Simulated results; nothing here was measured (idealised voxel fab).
Title: Process Module voxel self aligned contacts
Section shown: cut. Width: 150 nm. Cell size: 5 nm, square.
A cross-section is a grid of square cells, given in bands from the top down. A band is one or more rows of cells. The band entry comprises the height of the band's top followed by the height of its bottom, expressed in nm, and subsequently the band's materials from left to right, each stated together with its width in nm. Where a single material is marked with the word "all across", that material fills the band from edge to edge. The word "empty" represents empty space. The reference from which all heights are counted is 0, the level beneath which the as-received wafer is entirely one material; the lowest band, having no lower bound, proceeds downward and is written after the example "0 down". Graded width ("30 to 40"): value in top row of band = first number; value in bottom row = second number; row-to-row change constant. A step reported as "stayed the same" is a step in which no cell of the cross-section changed. For the entry "Trapped cavities", the listed items are empty spaces with no open way to the top whose size is 8 cells or more; each item follows the pattern width x height at distance, where distance is from the left edge and all three are in nm. If you see something after the settings on a step's line, that's the simulator's own remark about that step. "overlay nm" answers the question of how far to the right of plan the mask lay on a step that has a mask, and when it is negative the answer is to the left.
## Listed below are the process steps as planned
1 RECEIVE, material Si
2 OXIDIZE, depth nm 5
3 DIRECTIONAL_DEP, material polySi, thk nm 30
4 DIRECTIONAL_DEP, material SiN, thk nm 20
5 MASKED_ETCH, tone cover, mask id GATE, width nm 35, pitch nm 70, etch materials SiN, depth nm 20, overlay nm 0
6 MASKED_ETCH, tone cover, mask id GATE, width nm 35, pitch nm 70, etch materials polySi, depth nm 30, overlay nm 0
7 CONFORMAL_DEP, material SiN, thk nm 5
8 DIRECTIONAL_ETCH, etch materials SiN, depth nm 5
9 FILL_DEP, material SiO2, thk nm 15
10 CMP, height nm 60
11 PATTERN, tone open, mask id CONTACT, material resist, width nm 45, thk nm 20, overlay nm 0
12 DIRECTIONAL_ETCH, etch materials SiO2, depth nm 65
13 STRIP, etch materials resist
14 CONFORMAL_DEP, material TiN, thk nm 5
15 FILL_DEP, material Ru, thk nm 10
16 CMP, height nm 60
17 CONFORMAL_DEP, material SiN, thk nm 5
## First wafer of two (run as planned)
## Step 1 complete: cross-section of the wafer as received
> 0 down | Si all across
> Trapped cavities: none
## So this is the wafer cross-section right after step 2
> 0 to -5 | SiO2 all across
> below -5: unchanged
## So this is the wafer cross-section right after step 3
> 30 to 0 | polySi all across
> below 0: unchanged
## So this is the wafer cross-section right after step 4
> 50 to 30 | SiN all across
> below 30: unchanged
## So this is the wafer cross-section right after step 5
> 50 to 30 | 20 of empty, 35 of SiN, 35 of empty, 35 of SiN, 25 of empty
> below 30: unchanged
## So this is the wafer cross-section right after step 6
> 50 to 30 | 20 of empty, 35 of SiN, 35 of empty, 35 of SiN, 25 of empty
> 30 to 0 | 20 of empty, 35 of polySi, 35 of empty, 35 of polySi, 25 of empty
> below 0: unchanged
## So this is the wafer cross-section right after step 7
> 55 to 30 | 15 of empty, 45 of SiN, 25 of empty, 45 of SiN, 20 of empty
> 30 to 5 | 15 of empty, 5 of SiN, 35 of polySi, 5 of SiN, 25 of empty, 5 of SiN, 35 of polySi, 5 of SiN, 20 of empty
> 5 to 0 | 20 of SiN, 35 of polySi, 35 of SiN, 35 of polySi, 25 of SiN
> below 0: unchanged
## So this is the wafer cross-section right after step 8
> 50 to 30 | 15 of empty, 45 of SiN, 25 of empty, 45 of SiN, 20 of empty
> 30 to 0 | 15 of empty, 5 of SiN, 35 of polySi, 5 of SiN, 25 of empty, 5 of SiN, 35 of polySi, 5 of SiN, 20 of empty
> below 0: unchanged
## So this is the wafer cross-section right after step 9
> 65 to 50 | SiO2 all across
> 50 to 30 | 15 of SiO2, 45 of SiN, 25 of SiO2, 45 of SiN, 20 of SiO2
> 30 to 0 | 15 of SiO2, 5 of SiN, 35 of polySi, 5 of SiN, 25 of SiO2, 5 of SiN, 35 of polySi, 5 of SiN, 20 of SiO2
> below 0: unchanged
## So this is the wafer cross-section right after step 10
> 60 to 50 | SiO2 all across
> below 50: unchanged
## So this is the wafer cross-section right after step 11
> 80 to 60 | 50 of resist, 45 of empty, 55 of resist
> below 60: unchanged
## So this is the wafer cross-section right after step 12
> 80 to 60 | 50 of resist, 45 of empty, 55 of resist
> 60 to 50 | 50 of SiO2, 45 of empty, 55 of SiO2
> 50 to 30 | 15 of SiO2, 45 of SiN, 25 of empty, 45 of SiN, 20 of SiO2
> 30 to 0 | 15 of SiO2, 5 of SiN, 35 of polySi, 5 of SiN, 25 of empty, 5 of SiN, 35 of polySi, 5 of SiN, 20 of SiO2
> 0 to -5 | 60 of SiO2, 25 of empty, 65 of SiO2
> below -5: unchanged
## So this is the wafer cross-section right after step 13
> 60 to 50 | 50 of SiO2, 45 of empty, 55 of SiO2
> below 50: unchanged
## So this is the wafer cross-section right after step 14
> 65 to 60 | 55 of TiN, 35 of empty, 60 of TiN
> 60 to 50 | 50 of SiO2, 5 to 15 of TiN, 35 to 15 of empty, 5 to 15 of TiN, 55 of SiO2
> 50 to 30 | 15 of SiO2, 45 of SiN, 5 of TiN, 15 of empty, 5 of TiN, 45 of SiN, 20 of SiO2
> 30 to 0 | 15 of SiO2, 5 of SiN, 35 of polySi, 5 of SiN, 5 of TiN, 15 of empty, 5 of TiN, 5 of SiN, 35 of polySi, 5 of SiN, 20 of SiO2
> 0 to -5 | 60 of SiO2, 25 of TiN, 65 of SiO2
> below -5: unchanged
## So this is the wafer cross-section right after step 15
> 75 to 65 | Ru all across
> 65 to 60 | 55 of TiN, 35 of Ru, 60 of TiN
> 60 to 50 | 50 of SiO2, 5 to 15 of TiN, 35 to 15 of Ru, 5 to 15 of TiN, 55 of SiO2
> 50 to 30 | 15 of SiO2, 45 of SiN, 5 of TiN, 15 of Ru, 5 of TiN, 45 of SiN, 20 of SiO2
> 30 to 0 | 15 of SiO2, 5 of SiN, 35 of polySi, 5 of SiN, 5 of TiN, 15 of Ru, 5 of TiN, 5 of SiN, 35 of polySi, 5 of SiN, 20 of SiO2
> below 0: unchanged
## So this is the wafer cross-section right after step 16
> 60 to 50 | 50 of SiO2, 5 to 15 of TiN, 35 to 15 of Ru, 5 to 15 of TiN, 55 of SiO2
> below 50: unchanged
## So this is the wafer cross-section right after step 17
> 65 to 60 | SiN all across
> below 60: unchanged
## The second wafer was prepared from the same starting point and under the same plan as the first; its processing contained one mistake, and it remains indistinguishable from the first wafer up to and including step 2
## Cross-sectional view of the second wafer at the intended end time of process step 3
> 20 to 0 | SiN all across
> below 0: unchanged
## Cross-sectional view of the second wafer at the intended end time of process step 4
> 50 to 20 | polySi all across
> below 20: unchanged
Cross-sectional view of the second wafer at the intended end time of process step 5: stayed the same
## Cross-sectional view of the second wafer at the intended end time of process step 6
> 50 to 20 | 20 of empty, 35 of polySi, 35 of empty, 35 of polySi, 25 of empty
> below 20: unchanged
## Cross-sectional view of the second wafer at the intended end time of process step 7
> 55 to 50 | 15 of empty, 45 of SiN, 25 of empty, 45 of SiN, 20 of empty
> 50 to 25 | 15 of empty, 5 of SiN, 35 of polySi, 5 of SiN, 25 of empty, 5 of SiN, 35 of polySi, 5 of SiN, 20 of empty
> 25 to 20 | 20 of SiN, 35 of polySi, 35 of SiN, 35 of polySi, 25 of SiN
> below 20: unchanged
## Cross-sectional view of the second wafer at the intended end time of process step 8
> 50 to 20 | 15 of empty, 5 of SiN, 35 of polySi, 5 of SiN, 25 of empty, 5 of SiN, 35 of polySi, 5 of SiN, 20 of empty
> below 20: unchanged
## Cross-sectional view of the second wafer at the intended end time of process step 9
> 65 to 50 | SiO2 all across
> 50 to 20 | 15 of SiO2, 5 of SiN, 35 of polySi, 5 of SiN, 25 of SiO2, 5 of SiN, 35 of polySi, 5 of SiN, 20 of SiO2
> below 20: unchanged
## Cross-sectional view of the second wafer at the intended end time of process step 10
> 60 to 50 | SiO2 all across
> below 50: unchanged
## Cross-sectional view of the second wafer at the intended end time of process step 11
> 80 to 60 | 50 of resist, 45 of empty, 55 of resist
> below 60: unchanged
## Cross-sectional view of the second wafer at the intended end time of process step 12
> 80 to 60 | 50 of resist, 45 of empty, 55 of resist
> 60 to 50 | 50 of SiO2, 45 of empty, 55 of SiO2
> 50 to 20 | 15 of SiO2, 5 of SiN, 35 of polySi, 5 of SiN, 25 of empty, 5 of SiN, 35 of polySi, 5 of SiN, 20 of SiO2
> below 20: unchanged
## Cross-sectional view of the second wafer at the intended end time of process step 13
> 60 to 50 | 50 of SiO2, 45 of empty, 55 of SiO2
> below 50: unchanged
## Cross-sectional view of the second wafer at the intended end time of process step 14
> 65 to 60 | 55 of TiN, 35 of empty, 60 of TiN
> 60 to 50 | 50 of SiO2, 5 to 15 of TiN, 35 to 15 of empty, 5 to 15 of TiN, 55 of SiO2
> 50 to 25 | 15 of SiO2, 5 of SiN, 35 of polySi, 5 of SiN, 5 of TiN, 15 of empty, 5 of TiN, 5 of SiN, 35 of polySi, 5 of SiN, 20 of SiO2
> 25 to 20 | 15 of SiO2, 5 of SiN, 35 of polySi, 5 of SiN, 25 of TiN, 5 of SiN, 35 of polySi, 5 of SiN, 20 of SiO2
> below 20: unchanged
## Cross-sectional view of the second wafer at the intended end time of process step 15
> 75 to 65 | Ru all across
> 65 to 60 | 55 of TiN, 35 of Ru, 60 of TiN
> 60 to 50 | 50 of SiO2, 5 to 15 of TiN, 35 to 15 of Ru, 5 to 15 of TiN, 55 of SiO2
> 50 to 25 | 15 of SiO2, 5 of SiN, 35 of polySi, 5 of SiN, 5 of TiN, 15 of Ru, 5 of TiN, 5 of SiN, 35 of polySi, 5 of SiN, 20 of SiO2
> below 25: unchanged
## Cross-sectional view of the second wafer at the intended end time of process step 16
> 60 to 50 | 50 of SiO2, 5 to 15 of TiN, 35 to 15 of Ru, 5 to 15 of TiN, 55 of SiO2
> below 50: unchanged
## Cross-sectional view of the second wafer at the intended end time of process step 17
> 65 to 60 | SiN all across
> below 60: unchanged
Processing error: the processing plan was not followed for steps 3 and 4, which were run with their positions exchanged
Final tally in cells, some materials are higher or lower on the second wafer than on the first: 15 fewer of Ru | 48 more of SiN | 23 fewer of SiO2 | 10 fewer of TiN
